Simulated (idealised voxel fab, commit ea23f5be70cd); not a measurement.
process module | voxel air gaps
cross-section cut | 230 nm wide | cells 5 nm
A cross-section is a grid of square cells, given in bands from the top down. A band is one or more rows of cells.
Each band's line starts with the height of the band's top and of its bottom, in nm. Then come its materials from left to right, each with its width in nm. One material with "throughout" fills the band from edge to edge. "air" is empty space.
Height 0 is the level under which the wafer as received is all one material. The lowest band goes on downwards, as in "0 down".
A width such as "30 to 40" changes by the same amount from each row of cells to the next, from the band's top row to its bottom row.
"no change" after a step means that no cell of the cross-section changed.
closed voids: empty space of 8 cells or more with no open way to the top, each as width x height at its distance from the left edge, in nm
after a step's settings: what the simulator itself notes on the step
overlay nm, on a step with a mask: how far to the right of its planned place the mask lay; to the left if negative
Each pair below shows a cross-section before one step and the cross-section after it, down to the lowest band that changed. The line under each pair gives the step between them, with its settings. The pairs can come from different runs of this module on the same starting wafer, so a pair continues from the pair above only where its "before" says so.
before
  0 down: Si throughout
  closed voids: none
after
  10 to 0: SiO2 throughout
  below 0: unchanged
  closed voids: none
the step between: op CONFORMAL_DEP | material SiO2 | thk nm 10
before: the cross-section after the pair above
after
  15 to 10: SiN throughout
  below 10: unchanged
  closed voids: none
the step between: op CONFORMAL_DEP | material SiN | thk nm 5
before: the cross-section after the pair above
after
  55 to 15: lowk throughout
  below 15: unchanged
  closed voids: none
the step between: op DIRECTIONAL_DEP | material lowk | thk nm 40
before: the cross-section after the pair above
after
  70 to 55: aC throughout
  below 55: unchanged
  closed voids: none
the step between: op DIRECTIONAL_DEP | material aC | thk nm 15
before: the cross-section after the pair above
after
  100 to 70: resist 60 | air 20 | resist 25 | air 20 | resist 25 | air 20 | resist 60
  below 70: unchanged
  closed voids: none
the step between: op PATTERN | tone open | mask id LINES | material resist | width nm 20 | pitch nm 45 | thk nm 30 | overlay nm 0
before: the cross-section after the pair above
after
  85 to 70: resist 60 | air 20 | resist 25 | air 20 | resist 25 | air 20 | resist 60
  70 to 55: aC 60 | air 20 | aC 25 | air 20 | aC 25 | air 20 | aC 60
  below 55: unchanged
  closed voids: none
the step between: op DIRECTIONAL_ETCH | etch materials aC | depth nm 15
before: the cross-section after the pair above
after
  70 to 55: aC 60 | air 20 | aC 25 | air 20 | aC 25 | air 20 | aC 60
  below 55: unchanged
  closed voids: none
the step between: op STRIP | etch materials resist
before: the cross-section after the pair above
after
  70 to 55: aC 60 | air 20 | aC 25 | air 20 | aC 25 | air 20 | aC 60
  55 to 15: lowk 60 | air 20 | lowk 25 | air 20 | lowk 25 | air 20 | lowk 60
  below 15: unchanged
  closed voids: none
the step between: op DIRECTIONAL_ETCH | etch materials lowk | depth nm 40
before: the cross-section after the pair above
after
  55 to 15: lowk 60 | air 20 | lowk 25 | air 20 | lowk 25 | air 20 | lowk 60
  below 15: unchanged
  closed voids: none
the step between: op STRIP | etch materials aC
before: the cross-section after the pair above
after
  60 to 55: TiN 65 | air 10 | TiN 35 | air 10 | TiN 35 | air 10 | TiN 65
  55 to 20: lowk 60 | TiN 5 | air 10 | TiN 5 | lowk 25 | TiN 5 | air 10 | TiN 5 | lowk 25 | TiN 5 | air 10 | TiN 5 | lowk 60
  20 to 15: lowk 60 | TiN 20 | lowk 25 | TiN 20 | lowk 25 | TiN 20 | lowk 60
  below 15: unchanged
  closed voids: none
the step between: op CONFORMAL_DEP | material TiN | thk nm 5
before: the cross-section after the pair above
after
  65 to 60: Cu throughout
  60 to 55: TiN 65 | Cu 10 | TiN 35 | Cu 10 | TiN 35 | Cu 10 | TiN 65
  55 to 20: lowk 60 | TiN 5 | Cu 10 | TiN 5 | lowk 25 | TiN 5 | Cu 10 | TiN 5 | lowk 25 | TiN 5 | Cu 10 | TiN 5 | lowk 60
  below 20: unchanged
  closed voids: none
the step between: op FILL_DEP | material Cu | thk nm 5
before: the cross-section after the pair above
after
  55 to 20: lowk 60 | TiN 5 | Cu 10 | TiN 5 | lowk 25 | TiN 5 | Cu 10 | TiN 5 | lowk 25 | TiN 5 | Cu 10 | TiN 5 | lowk 60
  below 20: unchanged
  closed voids: none
the step between: op CMP | height nm 55
before: the cross-section after the pair above
after
  65 to 55: air 50 | Ru 40 | air 5 | Ru 40 | air 5 | Ru 40 | air 50
  below 55: unchanged
  closed voids: none
the step between: op EPI | material Ru | thk nm 10
before: the cross-section after the pair above
after
  65 to 55: air 50 | Ru 40 | air 5 | Ru 40 | air 5 | Ru 40 | air 50
  55 to 20: air 60 | TiN 5 | Cu 10 | TiN 5 | air 25 | TiN 5 | Cu 10 | TiN 5 | air 25 | TiN 5 | Cu 10 | TiN 5 | air 60
  20 to 15: air 60 | TiN 20 | air 25 | TiN 20 | air 25 | TiN 20 | air 60
  below 15: unchanged
  closed voids: none
the step between: op SELECTIVE_ETCH | etch materials lowk | depth nm 50
before: the cross-section after the pair above
after
  70 to 65: air 45 | SiCN 140 | air 45
  65 to 55: air 45 | SiCN 5 | Ru 40 | SiCN 5 | Ru 40 | SiCN 5 | Ru 40 | SiCN 5 | air 45
  55 to 50: air 45 | SiCN 15 | TiN 5 | Cu 10 | TiN 5 | SiCN 25 | TiN 5 | Cu 10 | TiN 5 | SiCN 25 | TiN 5 | Cu 10 | TiN 5 | SiCN 15 | air 45
  50 to 20: air 55 | SiCN 5 | TiN 5 | Cu 10 | TiN 5 | SiCN 5 | air 15 | SiCN 5 | TiN 5 | Cu 10 | TiN 5 | SiCN 5 | air 15 | SiCN 5 | TiN 5 | Cu 10 | TiN 5 | SiCN 5 | air 55
  20 to 15: SiCN 60 | TiN 20 | SiCN 25 | TiN 20 | SiCN 25 | TiN 20 | SiCN 60
  below 15: unchanged
  closed voids: 15 x 30 at 85; 15 x 30 at 130
the step between: op CONFORMAL_DEP | material SiCN | thk nm 5
before
  65 to 55: air 50 | Ru 40 | air 5 | Ru 40 | air 5 | Ru 40 | air 50
  55 to 20: lowk 60 | TiN 5 | Cu 10 | TiN 5 | lowk 25 | TiN 5 | Cu 10 | TiN 5 | lowk 25 | TiN 5 | Cu 10 | TiN 5 | lowk 60
  20 to 15: lowk 60 | TiN 20 | lowk 25 | TiN 20 | lowk 25 | TiN 20 | lowk 60
  15 to 10: SiN throughout
  10 to 0: SiO2 throughout
  0 down: Si throughout
  closed voids: none
after
  75 to 55: air 40 | Ru 150 | air 40
  below 55: unchanged
  closed voids: none
the step between: op EPI | material Ru | thk nm 10
before: the cross-section after the pair above
after
  75 to 55: air 40 | Ru 150 | air 40
  55 to 20: air 60 | TiN 5 | Cu 10 | TiN 5 | lowk 25 | TiN 5 | Cu 10 | TiN 5 | lowk 25 | TiN 5 | Cu 10 | TiN 5 | air 60
  20 to 15: air 60 | TiN 20 | lowk 25 | TiN 20 | lowk 25 | TiN 20 | air 60
  below 15: unchanged
  closed voids: none
the step between: op SELECTIVE_ETCH | etch materials lowk | depth nm 50
before: the cross-section after the pair above
after
  80 to 75: air 35 | SiCN 160 | air 35
  75 to 55: air 35 | SiCN 5 | Ru 150 | SiCN 5 | air 35
  55 to 50: air 35 | SiCN 25 | TiN 5 | Cu 10 | TiN 5 | lowk 25 | TiN 5 | Cu 10 | TiN 5 | lowk 25 | TiN 5 | Cu 10 | TiN 5 | SiCN 25 | air 35
  50 to 20: air 55 | SiCN 5 | TiN 5 | Cu 10 | TiN 5 | lowk 25 | TiN 5 | Cu 10 | TiN 5 | lowk 25 | TiN 5 | Cu 10 | TiN 5 | SiCN 5 | air 55
  20 to 15: SiCN 60 | TiN 20 | lowk 25 | TiN 20 | lowk 25 | TiN 20 | SiCN 60
  below 15: unchanged
  closed voids: none
the step between: op CONFORMAL_DEP | material SiCN | thk nm 5
before
  55 to 20: lowk 60 | TiN 5 | Cu 10 | TiN 5 | lowk 25 | TiN 5 | Cu 10 | TiN 5 | lowk 25 | TiN 5 | Cu 10 | TiN 5 | lowk 60
  20 to 15: lowk 60 | TiN 20 | lowk 25 | TiN 20 | lowk 25 | TiN 20 | lowk 60
  15 to 10: SiN throughout
  10 to 0: SiO2 throughout
  0 down: Si throughout
  closed voids: none
after
  55 to 20: air 60 | TiN 5 | Cu 10 | TiN 5 | air 25 | TiN 5 | Cu 10 | TiN 5 | air 25 | TiN 5 | Cu 10 | TiN 5 | air 60
  20 to 15: air 60 | TiN 20 | air 25 | TiN 20 | air 25 | TiN 20 | air 60
  below 15: unchanged
  closed voids: none
the step between: op SELECTIVE_ETCH | etch materials lowk | depth nm 50
before: the cross-section after the pair above
after
  65 to 55: air 50 | Ru 40 | air 5 | Ru 40 | air 5 | Ru 40 | air 50
  55 to 20: air 50 | Ru 10 | TiN 5 | Cu 10 | TiN 5 | Ru 10 | air 5 | Ru 10 | TiN 5 | Cu 10 | TiN 5 | Ru 10 | air 5 | Ru 10 | TiN 5 | Cu 10 | TiN 5 | Ru 10 | air 50
  20 to 15: air 50 | Ru 10 | TiN 20 | Ru 10 | air 5 | Ru 10 | TiN 20 | Ru 10 | air 5 | Ru 10 | TiN 20 | Ru 10 | air 50
  below 15: unchanged
  closed voids: none
the step between: op EPI | material Ru | thk nm 10
before: the cross-section after the pair above
after
  70 to 65: air 45 | SiCN 140 | air 45
  65 to 55: air 45 | SiCN 5 | Ru 40 | SiCN 5 | Ru 40 | SiCN 5 | Ru 40 | SiCN 5 | air 45
  55 to 20: air 45 | SiCN 5 | Ru 10 | TiN 5 | Cu 10 | TiN 5 | Ru 10 | SiCN 5 | Ru 10 | TiN 5 | Cu 10 | TiN 5 | Ru 10 | SiCN 5 | Ru 10 | TiN 5 | Cu 10 | TiN 5 | Ru 10 | SiCN 5 | air 45
  20 to 15: SiCN 50 | Ru 10 | TiN 20 | Ru 10 | SiCN 5 | Ru 10 | TiN 20 | Ru 10 | SiCN 5 | Ru 10 | TiN 20 | Ru 10 | SiCN 50
  below 15: unchanged
  closed voids: none
the step between: op CONFORMAL_DEP | material SiCN | thk nm 5
before
  15 to 10: SiN throughout
  10 to 0: SiO2 throughout
  0 down: Si throughout
  closed voids: none
after
  50 to 15: lowk throughout
  below 15: unchanged
  closed voids: none
the step between: op DIRECTIONAL_DEP | material lowk | thk nm 35
before: the cross-section after the pair above
after
  65 to 50: aC throughout
  below 50: unchanged
  closed voids: none
the step between: op DIRECTIONAL_DEP | material aC | thk nm 15
before: the cross-section after the pair above
after
  95 to 65: resist 60 | air 20 | resist 25 | air 20 | resist 25 | air 20 | resist 60
  below 65: unchanged
  closed voids: none
the step between: op PATTERN | tone open | mask id LINES | material resist | width nm 20 | pitch nm 45 | thk nm 30 | overlay nm 0
before: the cross-section after the pair above
after
  80 to 65: resist 60 | air 20 | resist 25 | air 20 | resist 25 | air 20 | resist 60
  65 to 50: aC 60 | air 20 | aC 25 | air 20 | aC 25 | air 20 | aC 60
  below 50: unchanged
  closed voids: none
the step between: op DIRECTIONAL_ETCH | etch materials aC | depth nm 15
before: the cross-section after the pair above
after
  65 to 50: aC 60 | air 20 | aC 25 | air 20 | aC 25 | air 20 | aC 60
  below 50: unchanged
  closed voids: none
the step between: op STRIP | etch materials resist
before: the cross-section after the pair above
after
  65 to 50: aC 60 | air 20 | aC 25 | air 20 | aC 25 | air 20 | aC 60
  50 to 15: lowk 60 | air 20 | lowk 25 | air 20 | lowk 25 | air 20 | lowk 60
  below 15: unchanged
  closed voids: none
the step between: op DIRECTIONAL_ETCH | etch materials lowk | depth nm 40
before: the cross-section after the pair above
after
  50 to 15: lowk 60 | air 20 | lowk 25 | air 20 | lowk 25 | air 20 | lowk 60
  below 15: unchanged
  closed voids: none
the step between: op STRIP | etch materials aC
before: the cross-section after the pair above
after
  55 to 50: TiN 65 | air 10 | TiN 35 | air 10 | TiN 35 | air 10 | TiN 65
  50 to 20: lowk 60 | TiN 5 | air 10 | TiN 5 | lowk 25 | TiN 5 | air 10 | TiN 5 | lowk 25 | TiN 5 | air 10 | TiN 5 | lowk 60
  20 to 15: lowk 60 | TiN 20 | lowk 25 | TiN 20 | lowk 25 | TiN 20 | lowk 60
  below 15: unchanged
  closed voids: none
the step between: op CONFORMAL_DEP | material TiN | thk nm 5
before: the cross-section after the pair above
after
  60 to 55: Cu throughout
  55 to 50: TiN 65 | Cu 10 | TiN 35 | Cu 10 | TiN 35 | Cu 10 | TiN 65
  50 to 20: lowk 60 | TiN 5 | Cu 10 | TiN 5 | lowk 25 | TiN 5 | Cu 10 | TiN 5 | lowk 25 | TiN 5 | Cu 10 | TiN 5 | lowk 60
  below 20: unchanged
  closed voids: none
the step between: op FILL_DEP | material Cu | thk nm 5
before: the cross-section after the pair above
after
  55 to 50: TiN 65 | Cu 10 | TiN 35 | Cu 10 | TiN 35 | Cu 10 | TiN 65
  below 50: unchanged
  closed voids: none
the step between: op CMP | height nm 55
before: the cross-section after the pair above
after
  65 to 55: Ru throughout
  below 55: unchanged
  closed voids: none
the step between: op EPI | material Ru | thk nm 10
before: the cross-section after the pair above
after
  70 to 65: SiCN throughout
  below 65: unchanged
  closed voids: none
the step between: op CONFORMAL_DEP | material SiCN | thk nm 5
before
  70 to 55: aC throughout
  55 to 15: lowk throughout
  15 to 10: SiN throughout
  10 to 0: SiO2 throughout
  0 down: Si throughout
  closed voids: none
after
  100 to 70: resist 65 | air 15 | resist 30 | air 15 | resist 30 | air 15 | resist 60
  below 70: unchanged
  closed voids: none
the step between: op PATTERN | tone open | mask id LINES | material resist | width nm 15 | pitch nm 45 | thk nm 30 | overlay nm 0
before: the cross-section after the pair above
after
  85 to 70: resist 65 | air 15 | resist 30 | air 15 | resist 30 | air 15 | resist 60
  70 to 55: aC 65 | air 15 | aC 30 | air 15 | aC 30 | air 15 | aC 60
  below 55: unchanged
  closed voids: none
the step between: op DIRECTIONAL_ETCH | etch materials aC | depth nm 15
before: the cross-section after the pair above
after
  70 to 55: aC 65 | air 15 | aC 30 | air 15 | aC 30 | air 15 | aC 60
  below 55: unchanged
  closed voids: none
the step between: op STRIP | etch materials resist
before: the cross-section after the pair above
after
  70 to 55: aC 65 | air 15 | aC 30 | air 15 | aC 30 | air 15 | aC 60
  55 to 15: lowk 65 | air 15 | lowk 30 | air 15 | lowk 30 | air 15 | lowk 60
  below 15: unchanged
  closed voids: none
the step between: op DIRECTIONAL_ETCH | etch materials lowk | depth nm 40
before: the cross-section after the pair above
after
  55 to 15: lowk 65 | air 15 | lowk 30 | air 15 | lowk 30 | air 15 | lowk 60
  below 15: unchanged
  closed voids: none
the step between: op STRIP | etch materials aC
before: the cross-section after the pair above
after
  60 to 55: TiN 70 | air 5 | TiN 40 | air 5 | TiN 40 | air 5 | TiN 65
  55 to 20: lowk 65 | TiN 5 | air 5 | TiN 5 | lowk 30 | TiN 5 | air 5 | TiN 5 | lowk 30 | TiN 5 | air 5 | TiN 5 | lowk 60
  20 to 15: lowk 65 | TiN 15 | lowk 30 | TiN 15 | lowk 30 | TiN 15 | lowk 60
  below 15: unchanged
  closed voids: none
the step between: op CONFORMAL_DEP | material TiN | thk nm 5
before: the cross-section after the pair above
after
  65 to 60: Cu throughout
  60 to 55: TiN 70 | Cu 5 | TiN 40 | Cu 5 | TiN 40 | Cu 5 | TiN 65
  55 to 20: lowk 65 | TiN 5 | Cu 5 | TiN 5 | lowk 30 | TiN 5 | Cu 5 | TiN 5 | lowk 30 | TiN 5 | Cu 5 | TiN 5 | lowk 60
  below 20: unchanged
  closed voids: none
the step between: op FILL_DEP | material Cu | thk nm 5
before: the cross-section after the pair above
after
  55 to 20: lowk 65 | TiN 5 | Cu 5 | TiN 5 | lowk 30 | TiN 5 | Cu 5 | TiN 5 | lowk 30 | TiN 5 | Cu 5 | TiN 5 | lowk 60
  below 20: unchanged
  closed voids: none
the step between: op CMP | height nm 55
before: the cross-section after the pair above
after
  65 to 55: air 55 | Ru 35 | air 10 | Ru 35 | air 10 | Ru 35 | air 50
  below 55: unchanged
  closed voids: none
the step between: op EPI | material Ru | thk nm 10
before: the cross-section after the pair above
after
  65 to 55: air 55 | Ru 35 | air 10 | Ru 35 | air 10 | Ru 35 | air 50
  55 to 20: air 65 | TiN 5 | Cu 5 | TiN 5 | air 30 | TiN 5 | Cu 5 | TiN 5 | air 30 | TiN 5 | Cu 5 | TiN 5 | air 60
  20 to 15: air 65 | TiN 15 | air 30 | TiN 15 | air 30 | TiN 15 | air 60
  below 15: unchanged
  closed voids: none
the step between: op SELECTIVE_ETCH | etch materials lowk | depth nm 50
before: the cross-section after the pair above
after
  70 to 65: air 50 | SiCN 135 | air 45
  65 to 55: air 50 | SiCN 5 | Ru 35 | SiCN 10 | Ru 35 | SiCN 10 | Ru 35 | SiCN 5 | air 45
  55 to 50: air 50 | SiCN 15 | TiN 5 | Cu 5 | TiN 5 | SiCN 30 | TiN 5 | Cu 5 | TiN 5 | SiCN 30 | TiN 5 | Cu 5 | TiN 5 | SiCN 15 | air 45
  50 to 20: air 60 | SiCN 5 | TiN 5 | Cu 5 | TiN 5 | SiCN 5 | air 20 | SiCN 5 | TiN 5 | Cu 5 | TiN 5 | SiCN 5 | air 20 | SiCN 5 | TiN 5 | Cu 5 | TiN 5 | SiCN 5 | air 55
  20 to 15: SiCN 65 | TiN 15 | SiCN 30 | TiN 15 | SiCN 30 | TiN 15 | SiCN 60
  below 15: unchanged
  closed voids: 20 x 30 at 85; 20 x 30 at 130
the step between: op CONFORMAL_DEP | material SiCN | thk nm 5
before
  70 to 55: aC throughout
  55 to 15: lowk throughout
  15 to 10: SiN throughout
  10 to 0: SiO2 throughout
  0 down: Si throughout
  closed voids: none
after
  100 to 70: resist 55 | air 20 | resist 25 | air 20 | resist 25 | air 20 | resist 65
  below 70: unchanged
  closed voids: none
the step between: op PATTERN | tone open | mask id LINES | material resist | width nm 20 | pitch nm 45 | thk nm 30 | overlay nm -5
before: the cross-section after the pair above
after
  85 to 70: resist 55 | air 20 | resist 25 | air 20 | resist 25 | air 20 | resist 65
  70 to 55: aC 55 | air 20 | aC 25 | air 20 | aC 25 | air 20 | aC 65
  below 55: unchanged
  closed voids: none
the step between: op DIRECTIONAL_ETCH | etch materials aC | depth nm 15
before: the cross-section after the pair above
after
  70 to 55: aC 55 | air 20 | aC 25 | air 20 | aC 25 | air 20 | aC 65
  below 55: unchanged
  closed voids: none
the step between: op STRIP | etch materials resist
before: the cross-section after the pair above
after
  70 to 55: aC 55 | air 20 | aC 25 | air 20 | aC 25 | air 20 | aC 65
  55 to 15: lowk 55 | air 20 | lowk 25 | air 20 | lowk 25 | air 20 | lowk 65
  below 15: unchanged
  closed voids: none
the step between: op DIRECTIONAL_ETCH | etch materials lowk | depth nm 40
before: the cross-section after the pair above
after
  55 to 15: lowk 55 | air 20 | lowk 25 | air 20 | lowk 25 | air 20 | lowk 65
  below 15: unchanged
  closed voids: none
the step between: op STRIP | etch materials aC
before: the cross-section after the pair above
after
  60 to 55: TiN 60 | air 10 | TiN 35 | air 10 | TiN 35 | air 10 | TiN 70
  55 to 20: lowk 55 | TiN 5 | air 10 | TiN 5 | lowk 25 | TiN 5 | air 10 | TiN 5 | lowk 25 | TiN 5 | air 10 | TiN 5 | lowk 65
  20 to 15: lowk 55 | TiN 20 | lowk 25 | TiN 20 | lowk 25 | TiN 20 | lowk 65
  below 15: unchanged
  closed voids: none
the step between: op CONFORMAL_DEP | material TiN | thk nm 5
before: the cross-section after the pair above
after
  65 to 60: Cu throughout
  60 to 55: TiN 60 | Cu 10 | TiN 35 | Cu 10 | TiN 35 | Cu 10 | TiN 70
  55 to 20: lowk 55 | TiN 5 | Cu 10 | TiN 5 | lowk 25 | TiN 5 | Cu 10 | TiN 5 | lowk 25 | TiN 5 | Cu 10 | TiN 5 | lowk 65
  below 20: unchanged
  closed voids: none
the step between: op FILL_DEP | material Cu | thk nm 5
before: the cross-section after the pair above
after
  55 to 20: lowk 55 | TiN 5 | Cu 10 | TiN 5 | lowk 25 | TiN 5 | Cu 10 | TiN 5 | lowk 25 | TiN 5 | Cu 10 | TiN 5 | lowk 65
  below 20: unchanged
  closed voids: none
the step between: op CMP | height nm 55
before: the cross-section after the pair above
after
  65 to 55: air 45 | Ru 40 | air 5 | Ru 40 | air 5 | Ru 40 | air 55
  below 55: unchanged
  closed voids: none
the step between: op EPI | material Ru | thk nm 10
before: the cross-section after the pair above
after
  65 to 55: air 45 | Ru 40 | air 5 | Ru 40 | air 5 | Ru 40 | air 55
  55 to 20: air 55 | TiN 5 | Cu 10 | TiN 5 | air 25 | TiN 5 | Cu 10 | TiN 5 | air 25 | TiN 5 | Cu 10 | TiN 5 | air 65
  20 to 15: air 55 | TiN 20 | air 25 | TiN 20 | air 25 | TiN 20 | air 65
  below 15: unchanged
  closed voids: none
the step between: op SELECTIVE_ETCH | etch materials lowk | depth nm 50
before: the cross-section after the pair above
after
  70 to 65: air 40 | SiCN 140 | air 50
  65 to 55: air 40 | SiCN 5 | Ru 40 | SiCN 5 | Ru 40 | SiCN 5 | Ru 40 | SiCN 5 | air 50
  55 to 50: air 40 | SiCN 15 | TiN 5 | Cu 10 | TiN 5 | SiCN 25 | TiN 5 | Cu 10 | TiN 5 | SiCN 25 | TiN 5 | Cu 10 | TiN 5 | SiCN 15 | air 50
  50 to 20: air 50 | SiCN 5 | TiN 5 | Cu 10 | TiN 5 | SiCN 5 | air 15 | SiCN 5 | TiN 5 | Cu 10 | TiN 5 | SiCN 5 | air 15 | SiCN 5 | TiN 5 | Cu 10 | TiN 5 | SiCN 5 | air 60
  20 to 15: SiCN 55 | TiN 20 | SiCN 25 | TiN 20 | SiCN 25 | TiN 20 | SiCN 65
  below 15: unchanged
  closed voids: 15 x 30 at 80; 15 x 30 at 125
the step between: op CONFORMAL_DEP | material SiCN | thk nm 5
before
  10 to 0: SiO2 throughout
  0 down: Si throughout
  closed voids: none
after
  15 to 10: SiCN throughout
  below 10: unchanged
  closed voids: none
the step between: op CONFORMAL_DEP | material SiCN | thk nm 5
before: the cross-section after the pair above
after
  55 to 15: lowk throughout
  below 15: unchanged
  closed voids: none
the step between: op DIRECTIONAL_DEP | material lowk | thk nm 40
before: the cross-section after the pair above
after
  70 to 55: aC throughout
  below 55: unchanged
  closed voids: none
the step between: op DIRECTIONAL_DEP | material aC | thk nm 15
before: the cross-section after the pair above
after
  100 to 70: resist 60 | air 20 | resist 25 | air 20 | resist 25 | air 20 | resist 60
  below 70: unchanged
  closed voids: none
the step between: op PATTERN | tone open | mask id LINES | material resist | width nm 20 | pitch nm 45 | thk nm 30 | overlay nm 0
before: the cross-section after the pair above
after
  85 to 70: resist 60 | air 20 | resist 25 | air 20 | resist 25 | air 20 | resist 60
  70 to 55: aC 60 | air 20 | aC 25 | air 20 | aC 25 | air 20 | aC 60
  below 55: unchanged
  closed voids: none
the step between: op DIRECTIONAL_ETCH | etch materials aC | depth nm 15
before: the cross-section after the pair above
after
  70 to 55: aC 60 | air 20 | aC 25 | air 20 | aC 25 | air 20 | aC 60
  below 55: unchanged
  closed voids: none
the step between: op STRIP | etch materials resist
before: the cross-section after the pair above
after
  70 to 55: aC 60 | air 20 | aC 25 | air 20 | aC 25 | air 20 | aC 60
  55 to 15: lowk 60 | air 20 | lowk 25 | air 20 | lowk 25 | air 20 | lowk 60
  below 15: unchanged
  closed voids: none
the step between: op DIRECTIONAL_ETCH | etch materials lowk | depth nm 40
before: the cross-section after the pair above
after
  55 to 15: lowk 60 | air 20 | lowk 25 | air 20 | lowk 25 | air 20 | lowk 60
  below 15: unchanged
  closed voids: none
the step between: op STRIP | etch materials aC
before: the cross-section after the pair above
after
  60 to 55: TiN 65 | air 10 | TiN 35 | air 10 | TiN 35 | air 10 | TiN 65
  55 to 20: lowk 60 | TiN 5 | air 10 | TiN 5 | lowk 25 | TiN 5 | air 10 | TiN 5 | lowk 25 | TiN 5 | air 10 | TiN 5 | lowk 60
  20 to 15: lowk 60 | TiN 20 | lowk 25 | TiN 20 | lowk 25 | TiN 20 | lowk 60
  below 15: unchanged
  closed voids: none
the step between: op CONFORMAL_DEP | material TiN | thk nm 5
before: the cross-section after the pair above
after
  65 to 60: Cu throughout
  60 to 55: TiN 65 | Cu 10 | TiN 35 | Cu 10 | TiN 35 | Cu 10 | TiN 65
  55 to 20: lowk 60 | TiN 5 | Cu 10 | TiN 5 | lowk 25 | TiN 5 | Cu 10 | TiN 5 | lowk 25 | TiN 5 | Cu 10 | TiN 5 | lowk 60
  below 20: unchanged
  closed voids: none
the step between: op FILL_DEP | material Cu | thk nm 5
before: the cross-section after the pair above
after
  55 to 20: lowk 60 | TiN 5 | Cu 10 | TiN 5 | lowk 25 | TiN 5 | Cu 10 | TiN 5 | lowk 25 | TiN 5 | Cu 10 | TiN 5 | lowk 60
  below 20: unchanged
  closed voids: none
the step between: op CMP | height nm 55
before: the cross-section after the pair above
after
  65 to 55: air 50 | Ru 40 | air 5 | Ru 40 | air 5 | Ru 40 | air 50
  below 55: unchanged
  closed voids: none
the step between: op EPI | material Ru | thk nm 10
before: the cross-section after the pair above
after
  65 to 55: air 50 | Ru 40 | air 5 | Ru 40 | air 5 | Ru 40 | air 50
  55 to 20: air 60 | TiN 5 | Cu 10 | TiN 5 | air 25 | TiN 5 | Cu 10 | TiN 5 | air 25 | TiN 5 | Cu 10 | TiN 5 | air 60
  20 to 15: air 60 | TiN 20 | air 25 | TiN 20 | air 25 | TiN 20 | air 60
  below 15: unchanged
  closed voids: none
the step between: op SELECTIVE_ETCH | etch materials lowk | depth nm 50
before: the cross-section after the pair above
after
  70 to 65: air 45 | SiCN 140 | air 45
  65 to 55: air 45 | SiCN 5 | Ru 40 | SiCN 5 | Ru 40 | SiCN 5 | Ru 40 | SiCN 5 | air 45
  55 to 50: air 45 | SiCN 15 | TiN 5 | Cu 10 | TiN 5 | SiCN 25 | TiN 5 | Cu 10 | TiN 5 | SiCN 25 | TiN 5 | Cu 10 | TiN 5 | SiCN 15 | air 45
  50 to 20: air 55 | SiCN 5 | TiN 5 | Cu 10 | TiN 5 | SiCN 5 | air 15 | SiCN 5 | TiN 5 | Cu 10 | TiN 5 | SiCN 5 | air 15 | SiCN 5 | TiN 5 | Cu 10 | TiN 5 | SiCN 5 | air 55
  20 to 15: SiCN 60 | TiN 20 | SiCN 25 | TiN 20 | SiCN 25 | TiN 20 | SiCN 60
  below 15: unchanged
  closed voids: 15 x 30 at 85; 15 x 30 at 130
the step between: op CONFORMAL_DEP | material SiCN | thk nm 5
before
  70 to 55: aC throughout
  55 to 15: lowk throughout
  15 to 10: SiN throughout
  10 to 0: SiO2 throughout
  0 down: Si throughout
  closed voids: none
after
  100 to 70: air 60 | resist 20 | air 25 | resist 20 | air 25 | resist 20 | air 60
  below 70: unchanged
  closed voids: none
the step between: op PATTERN | tone cover | mask id LINES | material resist | width nm 20 | pitch nm 45 | thk nm 30 | overlay nm 0
before: the cross-section after the pair above
after
  85 to 70: air 60 | resist 20 | air 25 | resist 20 | air 25 | resist 20 | air 60
  70 to 55: air 60 | aC 20 | air 25 | aC 20 | air 25 | aC 20 | air 60
  below 55: unchanged
  closed voids: none
the step between: op DIRECTIONAL_ETCH | etch materials aC | depth nm 15
before: the cross-section after the pair above
after
  70 to 55: air 60 | aC 20 | air 25 | aC 20 | air 25 | aC 20 | air 60
  below 55: unchanged
  closed voids: none
the step between: op STRIP | etch materials resist
before: the cross-section after the pair above
after
  70 to 55: air 60 | aC 20 | air 25 | aC 20 | air 25 | aC 20 | air 60
  55 to 15: air 60 | lowk 20 | air 25 | lowk 20 | air 25 | lowk 20 | air 60
  below 15: unchanged
  closed voids: none
the step between: op DIRECTIONAL_ETCH | etch materials lowk | depth nm 40
before: the cross-section after the pair above
after
  55 to 15: air 60 | lowk 20 | air 25 | lowk 20 | air 25 | lowk 20 | air 60
  below 15: unchanged
  closed voids: none
the step between: op STRIP | etch materials aC
before: the cross-section after the pair above
after
  60 to 55: air 55 | TiN 30 | air 15 | TiN 30 | air 15 | TiN 30 | air 55
  55 to 20: air 55 | TiN 5 | lowk 20 | TiN 5 | air 15 | TiN 5 | lowk 20 | TiN 5 | air 15 | TiN 5 | lowk 20 | TiN 5 | air 55
  20 to 15: TiN 60 | lowk 20 | TiN 25 | lowk 20 | TiN 25 | lowk 20 | TiN 60
  below 15: unchanged
  closed voids: none
the step between: op CONFORMAL_DEP | material TiN | thk nm 5
before: the cross-section after the pair above
after
  65 to 60: Cu throughout
  60 to 55: Cu 55 | TiN 30 | Cu 15 | TiN 30 | Cu 15 | TiN 30 | Cu 55
  55 to 20: Cu 55 | TiN 5 | lowk 20 | TiN 5 | Cu 15 | TiN 5 | lowk 20 | TiN 5 | Cu 15 | TiN 5 | lowk 20 | TiN 5 | Cu 55
  below 20: unchanged
  closed voids: none
the step between: op FILL_DEP | material Cu | thk nm 5
before: the cross-section after the pair above
after
  55 to 20: Cu 55 | TiN 5 | lowk 20 | TiN 5 | Cu 15 | TiN 5 | lowk 20 | TiN 5 | Cu 15 | TiN 5 | lowk 20 | TiN 5 | Cu 55
  below 20: unchanged
  closed voids: none
the step between: op CMP | height nm 55
before: the cross-section after the pair above
after
  65 to 55: Ru throughout
  below 55: unchanged
  closed voids: none
the step between: op EPI | material Ru | thk nm 10
before: the cross-section after the pair above
after
  70 to 65: SiCN throughout
  below 65: unchanged
  closed voids: none
the step between: op CONFORMAL_DEP | material SiCN | thk nm 5
